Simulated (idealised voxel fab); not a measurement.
process module | voxel transistor to metal
cross-section cut | 190 nm wide | cells 5 nm
A cross-section is a grid of square cells, given in bands from the top down. A band is one or more rows of cells.
Each band's line starts with the height of the band's top and of its bottom, in nm. Then come its materials from left to right, each with its width in nm. One material with "throughout" fills the band from edge to edge. "air" is empty space.
Height 0 is the level under which the wafer as received is all one material. The lowest band goes on downwards, as in "0 down".
A width such as "30 to 40" changes by the same amount from each row of cells to the next, from the band's top row to its bottom row.
"no change" after a step means that no cell of the cross-section changed.
closed voids: empty space of 8 cells or more with no open way to the top, each as width x height at its distance from the left edge, in nm
after a step's settings: what the simulator itself notes on the step
overlay nm, on a step with a mask: how far to the right of its planned place the mask lay; to the left if negative
plan
1 op RECEIVE | material Si
2 op OXIDIZE | depth nm 5
3 op CONFORMAL_DEP | material SiN | thk nm 15
4 op DIRECTIONAL_DEP | material aC | thk nm 10
5 op PATTERN | tone cover | mask id ACTIVE | material resist | width nm 110 | thk nm 30 | overlay nm 0
6 op DIRECTIONAL_ETCH | etch materials aC | depth nm 10
7 op STRIP | etch materials resist
8 op DIRECTIONAL_ETCH | etch materials SiN | depth nm 15
9 op DIRECTIONAL_ETCH | etch materials SiO2 | depth nm 5
10 op DIRECTIONAL_ETCH | etch materials Si | depth nm 25
11 op STRIP | etch materials aC
12 op OXIDIZE | depth nm 5
13 op FILL_DEP | material SiO2 | thk nm 10
14 op CMP | height nm 15
15 op SELECTIVE_ETCH | etch materials SiO2 | depth nm 10
16 op STRIP | etch materials SiN
17 op SELECTIVE_ETCH | etch materials SiO2 | depth nm 5
18 op OXIDIZE | depth nm 5
19 op DIRECTIONAL_DEP | material polySi | thk nm 20
20 op DIRECTIONAL_DEP | material SiCN | thk nm 15
21 op PATTERN | tone cover | mask id GATE | material resist | width nm 20 | thk nm 15 | overlay nm 0
22 op DIRECTIONAL_ETCH | etch materials SiCN | depth nm 25
23 op DIRECTIONAL_ETCH | etch materials polySi | depth nm 30
24 op STRIP | etch materials resist
25 op CONFORMAL_DEP | material SiN | thk nm 5
26 op DIRECTIONAL_ETCH | etch materials SiN | depth nm 5
27 op DIRECTIONAL_ETCH | etch materials SiO2 | depth nm 5
28 op EPI | material pSi | thk nm 5
29 op FILL_DEP | material SiO2 | thk nm 10
30 op CMP | height nm 30
31 op DIRECTIONAL_DEP | material SiO2 | thk nm 15
32 op DIRECTIONAL_DEP | material aC | thk nm 15
33 op PATTERN | tone open | mask id CONTACT | material resist | width nm 35 | pitch nm 65 | thk nm 35 | overlay nm -15
34 op DIRECTIONAL_ETCH | etch materials aC | depth nm 15
35 op STRIP | etch materials resist
36 op DIRECTIONAL_ETCH | etch materials SiO2 | depth nm 50
37 op STRIP | etch materials aC
38 op CONFORMAL_DEP | material TiN | thk nm 5
39 op FILL_DEP | material Ru | thk nm 10
40 op CMP | height nm 45
41 op CONFORMAL_DEP | material SiCN | thk nm 5
42 op DIRECTIONAL_DEP | material lowk | thk nm 25
43 op DIRECTIONAL_DEP | material aC | thk nm 10
44 op PATTERN | tone open | mask id METAL_1 | material resist | width nm 20 | pitch nm 80 | thk nm 25 | overlay nm 0
45 op DIRECTIONAL_ETCH | etch materials aC | depth nm 10
46 op STRIP | etch materials resist
47 op DIRECTIONAL_ETCH | etch materials lowk | depth nm 25
48 op DIRECTIONAL_ETCH | etch materials SiCN | depth nm 5
49 op STRIP | etch materials aC
50 op CONFORMAL_DEP | material TiN | thk nm 5
51 op FILL_DEP | material Cu | thk nm 5
52 op CMP | height nm 75
53 op CONFORMAL_DEP | material SiCN | thk nm 5
varied across the wafers: overlay nm of step 33. The plan shows the first wafer's value. All wafers start alike
first wafer as received, after step 1
  0 down: Si throughout
  closed voids: none
first wafer at the end, after step 53
  80 to 75: SiCN throughout
  75 to 50: lowk 45 | TiN 5 | Cu 10 | TiN 5 | lowk 60 | TiN 5 | Cu 10 | TiN 5 | lowk 45
  50 to 45: SiCN 45 | TiN 20 | SiCN 60 | TiN 20 | SiCN 45
  45 to 35: SiO2 30 | TiN 5 | Ru 25 | TiN 5 | SiO2 30 | TiN 5 | Ru 25 | TiN 5 | SiO2 60
  35 to 30: SiO2 30 | TiN 5 | Ru 25 | TiN 5 | SiO2 30 | TiN 20 | Ru 10 | TiN 5 | SiO2 60
  30 to 15: SiO2 30 | TiN 5 | Ru 25 | TiN 5 | SiO2 15 | SiN 5 | SiCN 20 | SiN 5 | TiN 5 | Ru 10 | TiN 5 | SiO2 60
  15 to 5: SiO2 30 | TiN 5 | Ru 25 | TiN 5 | SiO2 15 | SiN 5 | polySi 20 | SiN 5 | TiN 5 | Ru 10 | TiN 5 | SiO2 60
  5 to 0: SiO2 30 | TiN 15 | Ru 15 | TiN 5 | SiO2 15 | SiN 5 | polySi 20 | SiN 5 | TiN 5 | Ru 10 | TiN 5 | SiO2 60
  0 to -5: SiO2 30 | TiN 5 | SiN 5 | TiN 25 | SiO2 15 | SiN 5 | polySi 20 | SiN 5 | TiN 20 | SiO2 20 | SiN 5 | SiO2 35
  -5 to -10: SiO2 40 | pSi 40 | SiO2 30 | pSi 40 | SiO2 40
  -10 to -35: SiO2 45 | Si 100 | SiO2 45
  -35 down: Si throughout
  closed voids: none
last wafer at the end
  80 to 75: SiCN throughout
  75 to 50: lowk 45 | TiN 5 | Cu 10 | TiN 5 | lowk 60 | TiN 5 | Cu 10 | TiN 5 | lowk 45
  50 to 45: SiCN 45 | TiN 20 | SiCN 60 | TiN 20 | SiCN 45
  45 to 35: SiO2 60 | TiN 5 | Ru 25 | TiN 5 | SiO2 30 | TiN 5 | Ru 25 | TiN 5 | SiO2 30
  35 to 30: SiO2 60 | TiN 5 | Ru 10 | TiN 20 | SiO2 30 | TiN 5 | Ru 25 | TiN 5 | SiO2 30
  30 to 15: SiO2 60 | TiN 5 | Ru 10 | TiN 5 | SiN 5 | SiCN 20 | SiN 5 | SiO2 15 | TiN 5 | Ru 25 | TiN 5 | SiO2 30
  15 to 5: SiO2 60 | TiN 5 | Ru 10 | TiN 5 | SiN 5 | polySi 20 | SiN 5 | SiO2 15 | TiN 5 | Ru 25 | TiN 5 | SiO2 30
  5 to 0: SiO2 60 | TiN 5 | Ru 10 | TiN 5 | SiN 5 | polySi 20 | SiN 5 | SiO2 15 | TiN 5 | Ru 15 | TiN 15 | SiO2 30
  0 to -5: SiO2 35 | SiN 5 | SiO2 20 | TiN 20 | SiN 5 | polySi 20 | SiN 5 | SiO2 15 | TiN 25 | SiN 5 | TiN 5 | SiO2 30
  -5 to -10: SiO2 40 | pSi 40 | SiO2 30 | pSi 40 | SiO2 40
  -10 to -35: SiO2 45 | Si 100 | SiO2 45
  -35 down: Si throughout
  closed voids: none
each wafer at the end: cells of each material gained (+) or lost (-) since it was received, then its closed voids
overlay nm -15 | +20 Cu | +67 Ru | -166 Si | +80 SiCN | +16 SiN | +330 SiO2 | +79 TiN | +150 lowk | +16 pSi | +16 polySi | closed voids: none
overlay nm -10 | +20 Cu | +75 Ru | -166 Si | +80 SiCN | +16 SiN | +323 SiO2 | +78 TiN | +150 lowk | +16 pSi | +16 polySi | closed voids: none
overlay nm -5 | +20 Cu | +83 Ru | -166 Si | +80 SiCN | +16 SiN | +315 SiO2 | +78 TiN | +150 lowk | +16 pSi | +16 polySi | closed voids: none
overlay nm 0 | +20 Cu | +90 Ru | -166 Si | +80 SiCN | +16 SiN | +308 SiO2 | +78 TiN | +150 lowk | +16 pSi | +16 polySi | closed voids: none
overlay nm 5 | +20 Cu | +83 Ru | -166 Si | +80 SiCN | +16 SiN | +315 SiO2 | +78 TiN | +150 lowk | +16 pSi | +16 polySi | closed voids: none
overlay nm 10 | +20 Cu | +75 Ru | -166 Si | +80 SiCN | +16 SiN | +323 SiO2 | +78 TiN | +150 lowk | +16 pSi | +16 polySi | closed voids: none
overlay nm 15 | +20 Cu | +67 Ru | -166 Si | +80 SiCN | +16 SiN | +330 SiO2 | +79 TiN | +150 lowk | +16 pSi | +16 polySi | closed voids: none
